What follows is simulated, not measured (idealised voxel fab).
process module | voxel air gaps
cross-section cut | 235 nm wide | cells 5 nm
A cross-section is a grid of square cells, given in bands from the top down. A band is one or more rows of cells.
Each band's line starts with the height of the band's top and of its bottom, in nm. Then come its materials from left to right, each with its width in nm. One material with "throughout" fills the band from edge to edge. "air" is empty space.
Height 0 is the level under which the wafer as received is all one material. The lowest band goes on downwards, as in "0 down".
A width such as "30 to 40" changes by the same amount from each row of cells to the next, from the band's top row to its bottom row.
"no change" after a step means that no cell of the cross-section changed.
closed voids: empty space of 8 cells or more with no open way to the top, each as width x height at its distance from the left edge, in nm
after a step's settings: what the simulator itself notes on the step
overlay nm, on a step with a mask: how far to the right of its planned place the mask lay; to the left if negative
plan
1 op RECEIVE | material Si
2 op CONFORMAL_DEP | material SiO2 | thk nm 15
3 op CONFORMAL_DEP | material SiN | thk nm 5
4 op DIRECTIONAL_DEP | material lowk | thk nm 35
5 op DIRECTIONAL_DEP | material aC | thk nm 15
6 op PATTERN | tone open | mask id LINES | material resist | width nm 25 | pitch nm 50 | thk nm 30 | overlay nm 0
7 op DIRECTIONAL_ETCH | etch materials aC | depth nm 15
8 op STRIP | etch materials resist
9 op DIRECTIONAL_ETCH | etch materials lowk | depth nm 35
10 op STRIP | etch materials aC
11 op CONFORMAL_DEP | material TiN | thk nm 5
12 op FILL_DEP | material Cu | thk nm 10
13 op CMP | height nm 55
14 op EPI | material Ru | thk nm 10
15 op SELECTIVE_ETCH | etch materials lowk | depth nm 45
16 op CONFORMAL_DEP | material SiCN | thk nm 5
as received, after step 1
  0 down: Si throughout
  closed voids: none
first wafer at the end, as planned
  70 to 65: air 40 | SiCN 155 | air 40
  65 to 55: air 40 | SiCN 5 | Ru 45 | SiCN 5 | Ru 45 | SiCN 5 | Ru 45 | SiCN 5 | air 40
  55 to 50: air 40 | SiCN 15 | TiN 5 | Cu 15 | TiN 5 | SiCN 25 | TiN 5 | Cu 15 | TiN 5 | SiCN 25 | TiN 5 | Cu 15 | TiN 5 | SiCN 15 | air 40
  50 to 25: air 50 | SiCN 5 | TiN 5 | Cu 15 | TiN 5 | SiCN 5 | air 15 | SiCN 5 | TiN 5 | Cu 15 | TiN 5 | SiCN 5 | air 15 | SiCN 5 | TiN 5 | Cu 15 | TiN 5 | SiCN 5 | air 50
  25 to 20: SiCN 55 | TiN 25 | SiCN 25 | TiN 25 | SiCN 25 | TiN 25 | SiCN 55
  20 to 15: SiN throughout
  15 to 0: SiO2 throughout
  0 down: Si throughout
  closed voids: 15 x 25 at 85; 15 x 25 at 135
second wafer at the end: like start, like plan, one mistake
  70 to 65: air 40 | SiCN 155 | air 40
  65 to 55: air 40 | SiCN 5 | Ru 45 | SiCN 5 | Ru 45 | SiCN 5 | Ru 45 | SiCN 5 | air 40
  55 to 50: air 40 | SiCN 15 | TiN 5 | Cu 15 | TiN 5 | SiCN 25 | TiN 5 | Cu 15 | TiN 5 | SiCN 25 | TiN 5 | Cu 15 | TiN 5 | SiCN 15 | air 40
  50 to 30: air 50 | SiCN 5 | TiN 5 | Cu 15 | TiN 5 | SiCN 5 | air 15 | SiCN 5 | TiN 5 | Cu 15 | TiN 5 | SiCN 5 | air 15 | SiCN 5 | TiN 5 | Cu 15 | TiN 5 | SiCN 5 | air 50
  30 to 25: SiCN 55 | TiN 25 | SiCN 25 | TiN 25 | SiCN 25 | TiN 25 | SiCN 55
  25 to 20: SiN throughout
  20 to 0: SiO2 throughout
  0 down: Si throughout
  closed voids: 15 x 20 at 85; 15 x 20 at 135
what went wrong: step 2 ran as: op CONFORMAL_DEP | material SiO2 | thk nm 20
at the end the second wafer has, in cells: 9 fewer of Cu | 6 fewer of SiCN | 47 more of SiO2 | 6 fewer of TiN
